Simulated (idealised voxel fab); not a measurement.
A process module follows: voxel released beams.
Each square cell in cross-section cut measures 5 nm, and the section as a whole is 205 nm wide.
Notation: cross-section as square-cell grid; stated in bands, top first, going down; one or more cell rows per band. The entry gives the band's vertical extent as a top height and a bottom height in nm, then its horizontal make-up as materials from left to right, each with a width in nm. "empty" stands for empty space; a single material marked "throughout" fills the band edge to edge. Counting heights begins at 0, where everything beneath is, in the wafer as received, one material. The lowest band has no bottom; it goes on downwards, as "0 -> down" shows. Think of "30..40" as a width that walks from the first number to the second as you go down the band, top row to bottom row, taking equal-sized steps from row to row. "remains unaltered" after a step means that no cell of the cross-section changed. This entry, "Tabulated closed voids", enumerates those empty regions of no fewer than 8 cells that possess no open connection to the top. Each region is reported in the form width x height at distance, the distance being taken from the left edge, with all three quantities expressed in nm. Post-settings text on a step line: simulator's own remark regarding the step. You can add "overlay nm" to a step's line. For a step with a mask, it describes how far the mask lay to the right of its planned position, and a negative number describes a lay to the left.

[The planned process steps are enumerated hereunder]
1,RECEIVE [material Si]
2,CONFORMAL_DEP [material Al2O3] [thk nm 10]
3,DIRECTIONAL_DEP [material SiO2] [thk nm 15]
4,DIRECTIONAL_DEP [material aC] [thk nm 10]
5,PATTERN [tone open] [mask id ANCHOR] [material resist] [width nm 30] [thk nm 30] [overlay nm 0]
6,DIRECTIONAL_ETCH [etch materials aC] [depth nm 10]
7,STRIP [etch materials resist]
8,DIRECTIONAL_ETCH [etch materials SiO2] [depth nm 15]
9,STRIP [etch materials aC]
10,CONFORMAL_DEP [material SiN] [thk nm 10]
11,PATTERN [tone cover] [mask id BEAM] [material resist] [width nm 100] [thk nm 20] [overlay nm 0]
12,DIRECTIONAL_ETCH [etch materials SiN] [depth nm 10]
13,STRIP [etch materials resist]
14,STRIP [etch materials SiO2]

[First wafer, two in total, run as planned]

[Cross-section: wafer on arrival = after step 1]
	0 -> down  Si throughout
	Tabulated closed voids: none

[Wafer after step 2 (cross-section)]
	10 -> 0  Al2O3 throughout
	Under 0: no change, same as before.

[Wafer after step 3 (cross-section)]
	25 -> 10  SiO2 throughout
	Under 10: no change, same as before.

[Wafer after step 4 (cross-section)]
	35 -> 25  aC throughout
	Under 25: no change, same as before.

[Wafer after step 5 (cross-section)]
	65 -> 35  resist 55; empty 30; resist 120
	Under 35: no change, same as before.

[Wafer after step 6 (cross-section)]
	55 -> 35  resist 55; empty 30; resist 120
	35 -> 25  aC 55; empty 30; aC 120
	Under 25: no change, same as before.

[Wafer after step 7 (cross-section)]
	35 -> 25  aC 55; empty 30; aC 120
	Under 25: no change, same as before.

[Wafer after step 8 (cross-section)]
	35 -> 25  aC 55; empty 30; aC 120
	25 -> 10  SiO2 55; empty 30; SiO2 120
	Under 10: no change, same as before.

[Wafer after step 9 (cross-section)]
	25 -> 10  SiO2 55; empty 30; SiO2 120
	Under 10: no change, same as before.

[Wafer after step 10 (cross-section)]
	35 -> 25  SiN 65; empty 10; SiN 130
	25 -> 20  SiO2 55; SiN 10; empty 10; SiN 10; SiO2 120
	20 -> 10  SiO2 55; SiN 30; SiO2 120
	Under 10: no change, same as before.

[Wafer after step 11 (cross-section)]
	55 -> 35  empty 50; resist 100; empty 55
	35 -> 25  SiN 65; resist 10; SiN 130
	25 -> 20  SiO2 55; SiN 10; resist 10; SiN 10; SiO2 120
	Under 20: no change, same as before.

[Wafer after step 12 (cross-section)]
	55 -> 35  empty 50; resist 100; empty 55
	35 -> 25  empty 50; SiN 15; resist 10; SiN 75; empty 55
	Under 25: no change, same as before.

[Wafer after step 13 (cross-section)]
	35 -> 25  empty 50; SiN 15; empty 10; SiN 75; empty 55
	25 -> 20  SiO2 55; SiN 10; empty 10; SiN 10; SiO2 120
	Under 20: no change, same as before.

[Wafer after step 14 (cross-section)]
	35 -> 25  empty 50; SiN 15; empty 10; SiN 75; empty 55
	25 -> 20  empty 55; SiN 10; empty 10; SiN 10; empty 120
	20 -> 10  empty 55; SiN 30; empty 120
	Under 10: no change, same as before.

[Second wafer: same start and same plan as the first, one execution error; identical to the first through step 4]

[At the planned end of step 5, the second wafer in cross-section]
	65 -> 35  empty 55; resist 30; empty 120
	Under 35: no change, same as before.

[At the planned end of step 6, the second wafer in cross-section]
	55 -> 35  empty 55; resist 30; empty 120
	35 -> 25  empty 55; aC 30; empty 120
	Under 25: no change, same as before.

[At the planned end of step 7, the second wafer in cross-section]
	35 -> 25  empty 55; aC 30; empty 120
	Under 25: no change, same as before.

[At the planned end of step 8, the second wafer in cross-section]
	35 -> 25  empty 55; aC 30; empty 120
	25 -> 10  empty 55; SiO2 30; empty 120
	Under 10: no change, same as before.

[At the planned end of step 9, the second wafer in cross-section]
	25 -> 10  empty 55; SiO2 30; empty 120
	Under 10: no change, same as before.

[At the planned end of step 10, the second wafer in cross-section]
	35 -> 25  empty 45; SiN 50; empty 110
	25 -> 20  empty 45; SiN 10; SiO2 30; SiN 10; empty 110
	20 -> 10  SiN 55; SiO2 30; SiN 120
	Under 10: no change, same as before.

[At the planned end of step 11, the second wafer in cross-section]
	55 -> 35  empty 50; resist 100; empty 55
	35 -> 25  empty 45; SiN 50; resist 55; empty 55
	25 -> 20  empty 45; SiN 10; SiO2 30; SiN 10; resist 55; empty 55
	Under 20: no change, same as before.

[At the planned end of step 12, the second wafer in cross-section]
	55 -> 35  empty 50; resist 100; empty 55
	35 -> 25  empty 50; SiN 45; resist 55; empty 55
	25 -> 20  empty 45; SiN 10; SiO2 30; SiN 10; resist 55; empty 55
	20 -> 10  empty 45; SiN 10; SiO2 30; SiN 65; empty 55
	Under 10: no change, same as before.

[At the planned end of step 13, the second wafer in cross-section]
	35 -> 25  empty 50; SiN 45; empty 110
	25 -> 20  empty 45; SiN 10; SiO2 30; SiN 10; empty 110
	Under 20: no change, same as before.

At the planned end of step 14, the second wafer in cross-section: remains unaltered
Error vs. plan: step 5 was not run as planned; what actually ran was PATTERN [tone cover] [mask id ANCHOR] [material resist] [width nm 30] [thk nm 30] [overlay nm 0]
Materials where the second wafer ends with more or fewer cells than the first: SiO2 +18
